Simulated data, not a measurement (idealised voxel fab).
The following is a process module called voxel transistor to metal.
Xsec cut, 175 nm wide, square cell size 5 nm.
If you're reading a cross-section in this doc, picture square cells in a grid; it comes to you as bands, top ones listed first down to the bottom, and a band can be one or more rows of cells. Each band's line starts with the height of the band's top and of its bottom, in nm. Then come its materials from left to right, each with its width in nm. One material with "edge to edge" fills the band from edge to edge. "empty" is empty space. For the purposes of this specification, 0 denotes the height below which the wafer in its as-received condition is composed wholly of one material, and the lowermost band, lacking a lower limit, extends downward without end, as expressed in "from 0 down". A width given as "30 to 40" starts at the first number in the band's top row and ends at the second number in its bottom row, shifting by an equal amount at every step from row to row. You'll sometimes find "remained the same" written for a step, and that's the way of saying that nowhere in the cross-section did a cell change during that step. Entry "Voids, sealed" = empty spaces >= 8 cells with no open way to the top; each as width x height at distance, distance from left edge, all nm. Whatever follows a step's settings on its line is a remark the simulator itself makes about that step. overlay nm: for a step with a mask, the amount by which the mask lay right of where it was planned; a negative amount means left of it. Each pair below shows a cross-section before one step and the cross-section after it, down to the lowest band that changed. The line under each pair gives the step between them, with its settings. The pairs can come from different runs of this module on the same starting wafer, so a pair continues from the pair above only where its "State before step" says so.

[State before step]
* from 0 down | Si edge to edge
* Voids, sealed: none

[State After Step]
* from 0 to -5 | SiO2 edge to edge
* below -5: unchanged
* Voids, sealed: none
The step carried out between the cross-section before it and the cross-section after it, both shown above, is OXIDIZE [depth nm 5]

State before step: per the after cross-section of the pair just above.

[State After Step]
* from 10 to 0 | SiN edge to edge
* below 0: unchanged
* Voids, sealed: none
The step carried out between the cross-section before it and the cross-section after it, both shown above, is CONFORMAL_DEP [material SiN] [thk nm 10]

State before step: per the after cross-section of the pair just above.

[State After Step]
* from 30 to 10 | empty 35 nm | resist 105 nm | empty 35 nm
* below 10: unchanged
* Voids, sealed: none
The step carried out between the cross-section before it and the cross-section after it, both shown above, is PATTERN [tone cover] [mask id ACTIVE] [material resist] [width nm 105] [thk nm 20] [overlay nm 0]

State before step: per the after cross-section of the pair just above.

[State After Step]
* from 30 to 10 | empty 35 nm | resist 105 nm | empty 35 nm
* from 10 to 0 | empty 35 nm | SiN 105 nm | empty 35 nm
* below 0: unchanged
* Voids, sealed: none
The step carried out between the cross-section before it and the cross-section after it, both shown above, is DIRECTIONAL_ETCH [etch materials SiN] [depth nm 10]

State before step: per the after cross-section of the pair just above.

[State After Step]
* from 30 to 10 | empty 35 nm | resist 105 nm | empty 35 nm
* from 10 to 0 | empty 35 nm | SiN 105 nm | empty 35 nm
* from 0 to -5 | empty 35 nm | SiO2 105 nm | empty 35 nm
* below -5: unchanged
* Voids, sealed: none
The step carried out between the cross-section before it and the cross-section after it, both shown above, is DIRECTIONAL_ETCH [etch materials SiO2] [depth nm 5]

State before step: per the after cross-section of the pair just above.

[State After Step]
* from 30 to 10 | empty 35 nm | resist 105 nm | empty 35 nm
* from 10 to 0 | empty 35 nm | SiN 105 nm | empty 35 nm
* from 0 to -5 | empty 35 nm | SiO2 105 nm | empty 35 nm
* from -5 to -30 | empty 35 nm | Si 105 nm | empty 35 nm
* below -30: unchanged
* Voids, sealed: none
The step carried out between the cross-section before it and the cross-section after it, both shown above, is DIRECTIONAL_ETCH [etch materials Si] [depth nm 25]

State before step: per the after cross-section of the pair just above.

[State After Step]
* from 10 to 0 | empty 35 nm | SiN 105 nm | empty 35 nm
* below 0: unchanged
* Voids, sealed: none
The step carried out between the cross-section before it and the cross-section after it, both shown above, is STRIP [etch materials resist]

State before step: per the after cross-section of the pair just above.

[State After Step]
* from 10 to 0 | empty 35 nm | SiN 105 nm | empty 35 nm
* from 0 to -5 | empty 35 nm | SiO2 105 nm | empty 35 nm
* from -5 to -30 | empty 35 nm | SiO2 5 nm | Si 95 nm | SiO2 5 nm | empty 35 nm
* from -30 to -35 | SiO2 40 nm | Si 95 nm | SiO2 40 nm
* below -35: unchanged
* Voids, sealed: none
The step carried out between the cross-section before it and the cross-section after it, both shown above, is OXIDIZE [depth nm 5]

State before step: per the after cross-section of the pair just above.

[State After Step]
* from 25 to 10 | SiO2 edge to edge
* from 10 to 0 | SiO2 35 nm | SiN 105 nm | SiO2 35 nm
* from 0 to -5 | SiO2 edge to edge
* from -5 to -35 | SiO2 40 nm | Si 95 nm | SiO2 40 nm
* below -35: unchanged
* Voids, sealed: none
The step carried out between the cross-section before it and the cross-section after it, both shown above, is FILL_DEP [material SiO2] [thk nm 15]

State before step: per the after cross-section of the pair just above.

[State After Step]
* from 10 to 0 | SiO2 35 nm | SiN 105 nm | SiO2 35 nm
* below 0: unchanged
* Voids, sealed: none
The step carried out between the cross-section before it and the cross-section after it, both shown above, is CMP [height nm 10]

State before step: per the after cross-section of the pair just above.

[State After Step]
* from 10 to 5 | empty 35 nm | SiN 105 nm | empty 35 nm
* below 5: unchanged
* Voids, sealed: none
The step carried out between the cross-section before it and the cross-section after it, both shown above, is SELECTIVE_ETCH [etch materials SiO2] [depth nm 5]

State before step: per the after cross-section of the pair just above.

[State After Step]
* from 5 to 0 | SiO2 35 nm | empty 105 nm | SiO2 35 nm
* below 0: unchanged
* Voids, sealed: none
The step carried out between the cross-section before it and the cross-section after it, both shown above, is STRIP [etch materials SiN]

State before step: per the after cross-section of the pair just above.

[State After Step]
* from 0 to -5 | SiO2 30 nm | empty 115 nm | SiO2 30 nm
* below -5: unchanged
* Voids, sealed: none
The step carried out between the cross-section before it and the cross-section after it, both shown above, is SELECTIVE_ETCH [etch materials SiO2] [depth nm 5]

State before step: per the after cross-section of the pair just above.

[State After Step]
* from 0 to -5 | SiO2 30 nm | empty 115 nm | SiO2 30 nm
* from -5 to -10 | SiO2 edge to edge
* below -10: unchanged
* Voids, sealed: none
The step carried out between the cross-section before it and the cross-section after it, both shown above, is OXIDIZE [depth nm 5]

State before step: per the after cross-section of the pair just above.

[State After Step]
* from 20 to 15 | polySi 30 nm | empty 115 nm | polySi 30 nm
* from 15 to 0 | polySi edge to edge
* from 0 to -5 | SiO2 30 nm | polySi 115 nm | SiO2 30 nm
* below -5: unchanged
* Voids, sealed: none
The step carried out between the cross-section before it and the cross-section after it, both shown above, is DIRECTIONAL_DEP [material polySi] [thk nm 20]

State before step: per the after cross-section of the pair just above.

[State After Step]
* from 30 to 25 | SiCN 30 nm | empty 115 nm | SiCN 30 nm
* from 25 to 20 | SiCN edge to edge
* from 20 to 15 | polySi 30 nm | SiCN 115 nm | polySi 30 nm
* below 15: unchanged
* Voids, sealed: none
The step carried out between the cross-section before it and the cross-section after it, both shown above, is DIRECTIONAL_DEP [material SiCN] [thk nm 10]

State before step: per the after cross-section of the pair just above.

[State After Step]
* from 25 to 20 | empty 75 nm | SiCN 25 nm | empty 75 nm
* from 20 to 15 | polySi 30 nm | empty 45 nm | SiCN 25 nm | empty 45 nm | polySi 30 nm
* below 15: unchanged
* Voids, sealed: none
The step carried out between the cross-section before it and the cross-section after it, both shown above, is MASKED_ETCH [tone cover] [mask id GATE] [width nm 25] [etch materials SiCN] [depth nm 20] [overlay nm 0]

State before step: per the after cross-section of the pair just above.

[State After Step]
* from 25 to 15 | empty 75 nm | SiCN 25 nm | empty 75 nm
* from 15 to 0 | empty 75 nm | polySi 25 nm | empty 75 nm
* from 0 to -5 | SiO2 30 nm | empty 45 nm | polySi 25 nm | empty 45 nm | SiO2 30 nm
* below -5: unchanged
* Voids, sealed: none
The step carried out between the cross-section before it and the cross-section after it, both shown above, is MASKED_ETCH [tone cover] [mask id GATE] [width nm 25] [etch materials polySi] [depth nm 30] [overlay nm 0]

State before step: per the after cross-section of the pair just above.

[State After Step]
* from 30 to 25 | empty 70 nm | SiO2 35 nm | empty 70 nm
* from 25 to 15 | empty 70 nm | SiO2 5 nm | SiCN 25 nm | SiO2 5 nm | empty 70 nm
* from 15 to 5 | empty 70 nm | SiO2 5 nm | polySi 25 nm | SiO2 5 nm | empty 70 nm
* from 5 to 0 | SiO2 35 nm | empty 35 nm | SiO2 5 nm | polySi 25 nm | SiO2 5 nm | empty 35 nm | SiO2 35 nm
* from 0 to -5 | SiO2 75 nm | polySi 25 nm | SiO2 75 nm
* below -5: unchanged
* Voids, sealed: none
The step carried out between the cross-section before it and the cross-section after it, both shown above, is CONFORMAL_DEP [material SiO2] [thk nm 5]

State before step: per the after cross-section of the pair just above.

[State After Step]
* from 25 to 15 | empty 70 nm | SiO2 5 nm | SiCN 25 nm | SiO2 5 nm | empty 70 nm
* from 15 to 0 | empty 70 nm | SiO2 5 nm | polySi 25 nm | SiO2 5 nm | empty 70 nm
* from 0 to -5 | SiO2 35 nm | empty 35 nm | SiO2 5 nm | polySi 25 nm | SiO2 5 nm | empty 35 nm | SiO2 35 nm
* below -5: unchanged
* Voids, sealed: none
The step carried out between the cross-section before it and the cross-section after it, both shown above, is DIRECTIONAL_ETCH [etch materials SiO2] [depth nm 5]

State before step: per the after cross-section of the pair just above.

[State After Step]
* from 35 to 25 | empty 60 nm | SiN 55 nm | empty 60 nm
* from 25 to 15 | empty 60 nm | SiN 10 nm | SiO2 5 nm | SiCN 25 nm | SiO2 5 nm | SiN 10 nm | empty 60 nm
* from 15 to 10 | empty 60 nm | SiN 10 nm | SiO2 5 nm | polySi 25 nm | SiO2 5 nm | SiN 10 nm | empty 60 nm
* from 10 to 5 | SiN 45 nm | empty 15 nm | SiN 10 nm | SiO2 5 nm | polySi 25 nm | SiO2 5 nm | SiN 10 nm | empty 15 nm | SiN 45 nm
* from 5 to 0 | SiN 70 nm | SiO2 5 nm | polySi 25 nm | SiO2 5 nm | SiN 70 nm
* from 0 to -5 | SiO2 35 nm | SiN 35 nm | SiO2 5 nm | polySi 25 nm | SiO2 5 nm | SiN 35 nm | SiO2 35 nm
* below -5: unchanged
* Voids, sealed: none
The step carried out between the cross-section before it and the cross-section after it, both shown above, is CONFORMAL_DEP [material SiN] [thk nm 10]

State before step: per the after cross-section of the pair just above.

[State After Step]
* from 25 to 15 | empty 60 nm | SiN 10 nm | SiO2 5 nm | SiCN 25 nm | SiO2 5 nm | SiN 10 nm | empty 60 nm
* from 15 to 0 | empty 60 nm | SiN 10 nm | SiO2 5 nm | polySi 25 nm | SiO2 5 nm | SiN 10 nm | empty 60 nm
* from 0 to -5 | SiO2 35 nm | SiN 10 nm | empty 15 nm | SiN 10 nm | SiO2 5 nm | polySi 25 nm | SiO2 5 nm | SiN 10 nm | empty 15 nm | SiN 10 nm | SiO2 35 nm
* below -5: unchanged
* Voids, sealed: none
The step carried out between the cross-section before it and the cross-section after it, both shown above, is DIRECTIONAL_ETCH [etch materials SiN] [depth nm 10]

State before step: per the after cross-section of the pair just above.

[State After Step]
* from 25 to 20 | empty 60 nm | SiN 10 nm | empty 5 nm | SiCN 25 nm | empty 5 nm | SiN 10 nm | empty 60 nm
* from 20 to 15 | empty 60 nm | SiN 10 nm | SiO2 5 nm | SiCN 25 nm | SiO2 5 nm | SiN 10 nm | empty 60 nm
* from 15 to 0 | empty 60 nm | SiN 10 nm | SiO2 5 nm | polySi 25 nm | SiO2 5 nm | SiN 10 nm | empty 60 nm
* from 0 to -5 | empty 35 nm | SiN 10 nm | empty 15 nm | SiN 10 nm | SiO2 5 nm | polySi 25 nm | SiO2 5 nm | SiN 10 nm | empty 15 nm | SiN 10 nm | empty 35 nm
* from -5 to -10 | SiO2 45 nm | empty 15 nm | SiO2 55 nm | empty 15 nm | SiO2 45 nm
* below -10: unchanged
* Voids, sealed: none
The step carried out between the cross-section before it and the cross-section after it, both shown above, is DIRECTIONAL_ETCH [etch materials SiO2] [depth nm 5]

State before step: per the after cross-section of the pair just above.

[State After Step]
* from 25 to 20 | empty 60 nm | SiN 10 nm | empty 5 nm | SiCN 25 nm | empty 5 nm | SiN 10 nm | empty 60 nm
* from 20 to 15 | empty 60 nm | SiN 10 nm | SiO2 5 nm | SiCN 25 nm | SiO2 5 nm | SiN 10 nm | empty 60 nm
* from 15 to 0 | empty 60 nm | SiN 10 nm | SiO2 5 nm | polySi 25 nm | SiO2 5 nm | SiN 10 nm | empty 60 nm
* from 0 to -5 | empty 35 nm | SiN 10 nm | empty 15 nm | SiN 10 nm | SiO2 5 nm | polySi 25 nm | SiO2 5 nm | SiN 10 nm | empty 15 nm | SiN 10 nm | empty 35 nm
* from -5 to -10 | SiO2 45 nm | empty 15 nm | SiO2 55 nm | empty 15 nm | SiO2 45 nm
* from -10 to -25 | SiO2 40 nm | Si 5 nm | empty 15 nm | Si 55 nm | empty 15 nm | Si 5 nm | SiO2 40 nm
* below -25: unchanged
* Voids, sealed: none
The step carried out between the cross-section before it and the cross-section after it, both shown above, is DIRECTIONAL_ETCH [etch materials Si] [depth nm 15]

State before step: per the after cross-section of the pair just above.

[State After Step]
* from 25 to 20 | empty 60 nm | SiN 10 nm | empty 5 nm | SiCN 25 nm | empty 5 nm | SiN 10 nm | empty 60 nm
* from 20 to 15 | empty 60 nm | SiN 10 nm | SiO2 5 nm | SiCN 25 nm | SiO2 5 nm | SiN 10 nm | empty 60 nm
* from 15 to 5 | empty 60 nm | SiN 10 nm | SiO2 5 nm | polySi 25 nm | SiO2 5 nm | SiN 10 nm | empty 60 nm
* from 5 to 0 | empty 40 nm | nSi 20 nm | SiN 10 nm | SiO2 5 nm | polySi 25 nm | SiO2 5 nm | SiN 10 nm | nSi 20 nm | empty 40 nm
* from 0 to -5 | empty 35 nm | SiN 10 nm | nSi 15 nm | SiN 10 nm | SiO2 5 nm | polySi 25 nm | SiO2 5 nm | SiN 10 nm | nSi 15 nm | SiN 10 nm | empty 35 nm
* from -5 to -10 | SiO2 45 nm | nSi 15 nm | SiO2 55 nm | nSi 15 nm | SiO2 45 nm
* from -10 to -25 | SiO2 40 nm | Si 5 nm | nSi 15 nm | Si 55 nm | nSi 15 nm | Si 5 nm | SiO2 40 nm
* below -25: unchanged
* Voids, sealed: none
The step carried out between the cross-section before it and the cross-section after it, both shown above, is EPI [material nSi] [thk nm 15]

State before step: per the after cross-section of the pair just above.

[State After Step]
* from 30 to 25 | SiO2 edge to edge
* from 25 to 15 | SiO2 60 nm | SiN 10 nm | SiO2 5 nm | SiCN 25 nm | SiO2 5 nm | SiN 10 nm | SiO2 60 nm
* from 15 to 5 | SiO2 60 nm | SiN 10 nm | SiO2 5 nm | polySi 25 nm | SiO2 5 nm | SiN 10 nm | SiO2 60 nm
* from 5 to 0 | SiO2 40 nm | nSi 20 nm | SiN 10 nm | SiO2 5 nm | polySi 25 nm | SiO2 5 nm | SiN 10 nm | nSi 20 nm | SiO2 40 nm
* from 0 to -5 | SiO2 35 nm | SiN 10 nm | nSi 15 nm | SiN 10 nm | SiO2 5 nm | polySi 25 nm | SiO2 5 nm | SiN 10 nm | nSi 15 nm | SiN 10 nm | SiO2 35 nm
* below -5: unchanged
* Voids, sealed: none
The step carried out between the cross-section before it and the cross-section after it, both shown above, is FILL_DEP [material SiO2] [thk nm 5]

State before step: per the after cross-section of the pair just above.

[State After Step]
* from 15 to 5 | SiO2 60 nm | SiN 10 nm | SiO2 5 nm | polySi 25 nm | SiO2 5 nm | SiN 10 nm | SiO2 60 nm
* below 5: unchanged
* Voids, sealed: none
The step carried out between the cross-section before it and the cross-section after it, both shown above, is CMP [height nm 15]

State before step: per the after cross-section of the pair just above.

[State After Step]
* from 15 to 5 | SiO2 60 nm | SiN 10 nm | SiO2 5 nm | empty 25 nm | SiO2 5 nm | SiN 10 nm | SiO2 60 nm
* from 5 to 0 | SiO2 40 nm | nSi 20 nm | SiN 10 nm | SiO2 5 nm | empty 25 nm | SiO2 5 nm | SiN 10 nm | nSi 20 nm | SiO2 40 nm
* from 0 to -5 | SiO2 35 nm | SiN 10 nm | nSi 15 nm | SiN 10 nm | SiO2 5 nm | empty 25 nm | SiO2 5 nm | SiN 10 nm | nSi 15 nm | SiN 10 nm | SiO2 35 nm
* below -5: unchanged
* Voids, sealed: none
The step carried out between the cross-section before it and the cross-section after it, both shown above, is STRIP [etch materials polySi]

State before step: per the after cross-section of the pair just above.

[State After Step]
* from 15 to 10 | empty 60 nm | SiN 10 nm | empty 35 nm | SiN 10 nm | empty 60 nm
* from 10 to 5 | SiO2 60 nm | SiN 10 nm | empty 35 nm | SiN 10 nm | SiO2 60 nm
* from 5 to 0 | SiO2 40 nm | nSi 20 nm | SiN 10 nm | empty 35 nm | SiN 10 nm | nSi 20 nm | SiO2 40 nm
* from 0 to -5 | SiO2 35 nm | SiN 10 nm | nSi 15 nm | SiN 10 nm | empty 35 nm | SiN 10 nm | nSi 15 nm | SiN 10 nm | SiO2 35 nm
* from -5 to -10 | SiO2 45 nm | nSi 15 nm | SiO2 10 nm | empty 35 nm | SiO2 10 nm | nSi 15 nm | SiO2 45 nm
* below -10: unchanged
* Voids, sealed: none
The step carried out between the cross-section before it and the cross-section after it, both shown above, is SELECTIVE_ETCH [etch materials SiO2] [depth nm 5]

State before step: per the after cross-section of the pair just above.

[State After Step]
* from 20 to 15 | empty 55 nm | HfO2 20 nm | empty 25 nm | HfO2 20 nm | empty 55 nm
* from 15 to 10 | HfO2 60 nm | SiN 10 nm | HfO2 5 nm | empty 25 nm | HfO2 5 nm | SiN 10 nm | HfO2 60 nm
* from 10 to 5 | SiO2 60 nm | SiN 10 nm | HfO2 5 nm | empty 25 nm | HfO2 5 nm | SiN 10 nm | SiO2 60 nm
* from 5 to 0 | SiO2 40 nm | nSi 20 nm | SiN 10 nm | HfO2 5 nm | empty 25 nm | HfO2 5 nm | SiN 10 nm | nSi 20 nm | SiO2 40 nm
* from 0 to -5 | SiO2 35 nm | SiN 10 nm | nSi 15 nm | SiN 10 nm | HfO2 5 nm | empty 25 nm | HfO2 5 nm | SiN 10 nm | nSi 15 nm | SiN 10 nm | SiO2 35 nm
* from -5 to -10 | SiO2 45 nm | nSi 15 nm | SiO2 10 nm | HfO2 35 nm | SiO2 10 nm | nSi 15 nm | SiO2 45 nm
* below -10: unchanged
* Voids, sealed: none
The step carried out between the cross-section before it and the cross-section after it, both shown above, is CONFORMAL_DEP [material HfO2] [thk nm 5]

State before step: per the after cross-section of the pair just above.

[State After Step]
* from 25 to 20 | empty 50 nm | TiN 30 nm | empty 15 nm | TiN 30 nm | empty 50 nm
* from 20 to 15 | TiN 55 nm | HfO2 20 nm | TiN 5 nm | empty 15 nm | TiN 5 nm | HfO2 20 nm | TiN 55 nm
* from 15 to 10 | HfO2 60 nm | SiN 10 nm | HfO2 5 nm | TiN 5 nm | empty 15 nm | TiN 5 nm | HfO2 5 nm | SiN 10 nm | HfO2 60 nm
* from 10 to 5 | SiO2 60 nm | SiN 10 nm | HfO2 5 nm | TiN 5 nm | empty 15 nm | TiN 5 nm | HfO2 5 nm | SiN 10 nm | SiO2 60 nm
* from 5 to 0 | SiO2 40 nm | nSi 20 nm | SiN 10 nm | HfO2 5 nm | TiN 5 nm | empty 15 nm | TiN 5 nm | HfO2 5 nm | SiN 10 nm | nSi 20 nm | SiO2 40 nm
* from 0 to -5 | SiO2 35 nm | SiN 10 nm | nSi 15 nm | SiN 10 nm | HfO2 5 nm | TiN 25 nm | HfO2 5 nm | SiN 10 nm | nSi 15 nm | SiN 10 nm | SiO2 35 nm
* below -5: unchanged
* Voids, sealed: none
The step carried out between the cross-section before it and the cross-section after it, both shown above, is CONFORMAL_DEP [material TiN] [thk nm 5]

State before step: per the after cross-section of the pair just above.

[State After Step]
* from 35 to 25 | W edge to edge
* from 25 to 20 | W 50 nm | TiN 30 nm | W 15 nm | TiN 30 nm | W 50 nm
* from 20 to 15 | TiN 55 nm | HfO2 20 nm | TiN 5 nm | W 15 nm | TiN 5 nm | HfO2 20 nm | TiN 55 nm
* from 15 to 10 | HfO2 60 nm | SiN 10 nm | HfO2 5 nm | TiN 5 nm | W 15 nm | TiN 5 nm | HfO2 5 nm | SiN 10 nm | HfO2 60 nm
* from 10 to 5 | SiO2 60 nm | SiN 10 nm | HfO2 5 nm | TiN 5 nm | W 15 nm | TiN 5 nm | HfO2 5 nm | SiN 10 nm | SiO2 60 nm
* from 5 to 0 | SiO2 40 nm | nSi 20 nm | SiN 10 nm | HfO2 5 nm | TiN 5 nm | W 15 nm | TiN 5 nm | HfO2 5 nm | SiN 10 nm | nSi 20 nm | SiO2 40 nm
* below 0: unchanged
* Voids, sealed: none
The step carried out between the cross-section before it and the cross-section after it, both shown above, is FILL_DEP [material W] [thk nm 10]

State before step: per the after cross-section of the pair just above.

[State After Step]
* from 10 to 5 | SiO2 60 nm | SiN 10 nm | HfO2 5 nm | TiN 5 nm | W 15 nm | TiN 5 nm | HfO2 5 nm | SiN 10 nm | SiO2 60 nm
* below 5: unchanged
* Voids, sealed: none
The step carried out between the cross-section before it and the cross-section after it, both shown above, is CMP [height nm 10]

State before step: per the after cross-section of the pair just above.

[State After Step]
* from 25 to 10 | SiO2 edge to edge
* below 10: unchanged
* Voids, sealed: none
The step carried out between the cross-section before it and the cross-section after it, both shown above, is DIRECTIONAL_DEP [material SiO2] [thk nm 15]

State before step: per the after cross-section of the pair just above.

[State After Step]
* from 35 to 25 | aC edge to edge
* below 25: unchanged
* Voids, sealed: none
The step carried out between the cross-section before it and the cross-section after it, both shown above, is DIRECTIONAL_DEP [material aC] [thk nm 10]

State before step: per the after cross-section of the pair just above.

[State After Step]
* from 65 to 35 | resist 40 nm | empty 20 nm | resist 55 nm | empty 20 nm | resist 40 nm
* below 35: unchanged
* Voids, sealed: none
The step carried out between the cross-section before it and the cross-section after it, both shown above, is PATTERN [tone open] [mask id CONTACT] [material resist] [width nm 20] [pitch nm 75] [thk nm 30] [overlay nm 0]

State before step: per the after cross-section of the pair just above.

[State After Step]
* from 55 to 35 | resist 40 nm | empty 20 nm | resist 55 nm | empty 20 nm | resist 40 nm
* from 35 to 25 | aC 40 nm | empty 20 nm | aC 55 nm | empty 20 nm | aC 40 nm
* below 25: unchanged
* Voids, sealed: none
The step carried out between the cross-section before it and the cross-section after it, both shown above, is DIRECTIONAL_ETCH [etch materials aC] [depth nm 10]

State before step: per the after cross-section of the pair just above.

[State After Step]
* from 35 to 25 | aC 40 nm | empty 20 nm | aC 55 nm | empty 20 nm | aC 40 nm
* below 25: unchanged
* Voids, sealed: none
The step carried out between the cross-section before it and the cross-section after it, both shown above, is STRIP [etch materials resist]

State before step: per the after cross-section of the pair just above.

[State After Step]
* from 35 to 25 | aC 40 nm | empty 20 nm | aC 55 nm | empty 20 nm | aC 40 nm
* from 25 to 10 | SiO2 40 nm | empty 20 nm | SiO2 55 nm | empty 20 nm | SiO2 40 nm
* from 10 to 5 | SiO2 40 nm | empty 20 nm | SiN 10 nm | HfO2 5 nm | TiN 5 nm | W 15 nm | TiN 5 nm | HfO2 5 nm | SiN 10 nm | empty 20 nm | SiO2 40 nm
* below 5: unchanged
* Voids, sealed: none
The step carried out between the cross-section before it and the cross-section after it, both shown above, is DIRECTIONAL_ETCH [etch materials SiO2] [depth nm 20]

State before step: per the after cross-section of the pair just above.

[State After Step]
* from 25 to 10 | SiO2 40 nm | empty 20 nm | SiO2 55 nm | empty 20 nm | SiO2 40 nm
* below 10: unchanged
* Voids, sealed: none
The step carried out between the cross-section before it and the cross-section after it, both shown above, is STRIP [etch materials aC]

State before step: per the after cross-section of the pair just above.

[State After Step]
* from 30 to 25 | TiN 45 nm | empty 10 nm | TiN 65 nm | empty 10 nm | TiN 45 nm
* from 25 to 10 | SiO2 40 nm | TiN 5 nm | empty 10 nm | TiN 5 nm | SiO2 55 nm | TiN 5 nm | empty 10 nm | TiN 5 nm | SiO2 40 nm
* from 10 to 5 | SiO2 40 nm | TiN 20 nm | SiN 10 nm | HfO2 5 nm | TiN 5 nm | W 15 nm | TiN 5 nm | HfO2 5 nm | SiN 10 nm | TiN 20 nm | SiO2 40 nm
* below 5: unchanged
* Voids, sealed: none
The step carried out between the cross-section before it and the cross-section after it, both shown above, is CONFORMAL_DEP [material TiN] [thk nm 5]

State before step: per the after cross-section of the pair just above.

[State After Step]
* from 40 to 30 | W edge to edge
* from 30 to 25 | TiN 45 nm | W 10 nm | TiN 65 nm | W 10 nm | TiN 45 nm
* from 25 to 10 | SiO2 40 nm | TiN 5 nm | W 10 nm | TiN 5 nm | SiO2 55 nm | TiN 5 nm | W 10 nm | TiN 5 nm | SiO2 40 nm
* below 10: unchanged
* Voids, sealed: none
The step carried out between the cross-section before it and the cross-section after it, both shown above, is FILL_DEP [material W] [thk nm 10]

State before step: per the after cross-section of the pair just above.

[State After Step]
* from 25 to 10 | SiO2 40 nm | TiN 5 nm | W 10 nm | TiN 5 nm | SiO2 55 nm | TiN 5 nm | W 10 nm | TiN 5 nm | SiO2 40 nm
* below 10: unchanged
* Voids, sealed: none
The step carried out between the cross-section before it and the cross-section after it, both shown above, is CMP [height nm 25]

State before step: per the after cross-section of the pair just above.

[State After Step]
* from 30 to 25 | TiN edge to edge
* below 25: unchanged
* Voids, sealed: none
The step carried out between the cross-section before it and the cross-section after it, both shown above, is DIRECTIONAL_DEP [material TiN] [thk nm 5]

State before step: per the after cross-section of the pair just above.

[State After Step]
* from 45 to 30 | W edge to edge
* below 30: unchanged
* Voids, sealed: none
The step carried out between the cross-section before it and the cross-section after it, both shown above, is DIRECTIONAL_DEP [material W] [thk nm 15]

State before step: per the after cross-section of the pair just above.

[State After Step]
* from 65 to 45 | empty 40 nm | resist 20 nm | empty 55 nm | resist 20 nm | empty 40 nm
* below 45: unchanged
* Voids, sealed: none
The step carried out between the cross-section before it and the cross-section after it, both shown above, is PATTERN [tone cover] [mask id METAL_1] [material resist] [width nm 20] [pitch nm 75] [thk nm 20] [overlay nm 0]

State before step: per the after cross-section of the pair just above.

[State After Step]
* from 65 to 45 | empty 40 nm | resist 20 nm | empty 55 nm | resist 20 nm | empty 40 nm
* from 45 to 30 | empty 40 nm | W 20 nm | empty 55 nm | W 20 nm | empty 40 nm
* below 30: unchanged
* Voids, sealed: none
The step carried out between the cross-section before it and the cross-section after it, both shown above, is DIRECTIONAL_ETCH [etch materials W] [depth nm 15]

State before step: per the after cross-section of the pair just above.

[State After Step]
* from 65 to 45 | empty 40 nm | resist 20 nm | empty 55 nm | resist 20 nm | empty 40 nm
* from 45 to 30 | empty 40 nm | W 20 nm | empty 55 nm | W 20 nm | empty 40 nm
* from 30 to 25 | empty 40 nm | TiN 20 nm | empty 55 nm | TiN 20 nm | empty 40 nm
* below 25: unchanged
* Voids, sealed: none
The step carried out between the cross-section before it and the cross-section after it, both shown above, is DIRECTIONAL_ETCH [etch materials TiN] [depth nm 5]

State before step: per the after cross-section of the pair just above.

[State After Step]
* from 45 to 30 | empty 40 nm | W 20 nm | empty 55 nm | W 20 nm | empty 40 nm
* below 30: unchanged
* Voids, sealed: none
The step carried out between the cross-section before it and the cross-section after it, both shown above, is STRIP [etch materials resist]

State before step: per the after cross-section of the pair just above.

[State After Step]
* from 55 to 45 | SiO2 edge to edge
* from 45 to 30 | SiO2 40 nm | W 20 nm | SiO2 55 nm | W 20 nm | SiO2 40 nm
* from 30 to 25 | SiO2 40 nm | TiN 20 nm | SiO2 55 nm | TiN 20 nm | SiO2 40 nm
* below 25: unchanged
* Voids, sealed: none
The step carried out between the cross-section before it and the cross-section after it, both shown above, is FILL_DEP [material SiO2] [thk nm 10]

State before step: per the after cross-section of the pair just above.

[State After Step]
* from 45 to 30 | SiO2 40 nm | W 20 nm | SiO2 55 nm | W 20 nm | SiO2 40 nm
* below 30: unchanged
* Voids, sealed: none
The step carried out between the cross-section before it and the cross-section after it, both shown above, is CMP [height nm 45]

State before step: per the after cross-section of the pair just above.

[State After Step]
* from 50 to 45 | SiCN edge to edge
* below 45: unchanged
* Voids, sealed: none
The step carried out between the cross-section before it and the cross-section after it, both shown above, is CONFORMAL_DEP [material SiCN] [thk nm 5]

State before step: per the after cross-section of the pair just above.

[State After Step]
* from 75 to 50 | SiO2 edge to edge
* below 50: unchanged
* Voids, sealed: none
The step carried out between the cross-section before it and the cross-section after it, both shown above, is DIRECTIONAL_DEP [material SiO2] [thk nm 25]

State before step: per the after cross-section of the pair just above.

[State After Step]
* from 75 to 60 | SiO2 40 nm | empty 20 nm | SiO2 55 nm | empty 20 nm | SiO2 40 nm
* below 60: unchanged
* Voids, sealed: none
The step carried out between the cross-section before it and the cross-section after it, both shown above, is MASKED_ETCH [tone open] [mask id METAL_2] [width nm 20] [pitch nm 75] [etch materials SiO2] [depth nm 15] [overlay nm 0]

State before step: per the after cross-section of the pair just above.

[State After Step]
* from 75 to 60 | SiO2 40 nm | empty 20 nm | SiO2 55 nm | empty 20 nm | SiO2 40 nm
* from 60 to 50 | SiO2 40 nm | empty 15 nm | SiO2 60 nm | empty 15 nm | SiO2 45 nm
* below 50: unchanged
* Voids, sealed: none
The step carried out between the cross-section before it and the cross-section after it, both shown above, is MASKED_ETCH [tone open] [mask id METAL_2_HOLES] [width nm 15] [pitch nm 75] [etch materials SiO2] [depth nm 10] [overlay nm 0]

State before step: per the after cross-section of the pair just above.

[State After Step]
* from 75 to 60 | SiO2 40 nm | empty 20 nm | SiO2 55 nm | empty 20 nm | SiO2 40 nm
* from 60 to 50 | SiO2 40 nm | empty 15 nm | SiO2 60 nm | empty 15 nm | SiO2 45 nm
* from 50 to 45 | SiCN 40 nm | empty 15 nm | SiCN 60 nm | empty 15 nm | SiCN 45 nm
* below 45: unchanged
* Voids, sealed: none
The step carried out between the cross-section before it and the cross-section after it, both shown above, is MASKED_ETCH [tone open] [mask id METAL_2_HOLES] [width nm 15] [pitch nm 75] [etch materials SiCN] [depth nm 5] [overlay nm 0]
